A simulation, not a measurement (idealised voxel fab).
process module | voxel trench capacitor
cross-section cut | 250 nm wide | cells 5 nm
A cross-section is a grid of square cells, given in bands from the top down. A band is one or more rows of cells.
Each band's line starts with the height of the band's top and of its bottom, in nm. Then come its materials from left to right, each with its width in nm. One material with "throughout" fills the band from edge to edge. "air" is empty space.
Height 0 is the level under which the wafer as received is all one material. The lowest band goes on downwards, as in "0 down".
A width such as "30 to 40" changes by the same amount from each row of cells to the next, from the band's top row to its bottom row.
"no change" after a step means that no cell of the cross-section changed.
closed voids: empty space of 8 cells or more with no open way to the top, each as width x height at its distance from the left edge, in nm
after a step's settings: what the simulator itself notes on the step
overlay nm, on a step with a mask: how far to the right of its planned place the mask lay; to the left if negative
plan
1 op RECEIVE | material Si
2 op CONFORMAL_DEP | material SiN | thk nm 5
3 op DIRECTIONAL_DEP | material aC | thk nm 10
4 op PATTERN | tone open | mask id TRENCH | material resist | width nm 15 | pitch nm 40 | thk nm 25 | overlay nm 0
5 op DIRECTIONAL_ETCH | etch materials aC | depth nm 10
6 op STRIP | etch materials resist
7 op DIRECTIONAL_ETCH | etch materials SiN | depth nm 5
8 op DIRECTIONAL_ETCH | etch materials Si | depth nm 35
9 op STRIP | etch materials aC
10 op CONFORMAL_DEP | material SiO2 | thk nm 5
11 op FILL_DEP | material polySi | thk nm 5
12 op CMP | height nm 5
varied across the wafers: width nm of step 4. The plan shows the first wafer's value. All wafers start alike
first wafer as received, after step 1
  0 down: Si throughout
  closed voids: none
each wafer at the end: cells of each material gained (+) or lost (-) since it was received, then its closed voids
width nm 15 | -63 Si | +41 SiN | +51 SiO2 | +21 polySi | closed voids: none
width nm 20 | -84 Si | +38 SiN | +54 SiO2 | +42 polySi | closed voids: none
width nm 25 | -105 Si | +35 SiN | +57 SiO2 | +63 polySi | closed voids: none
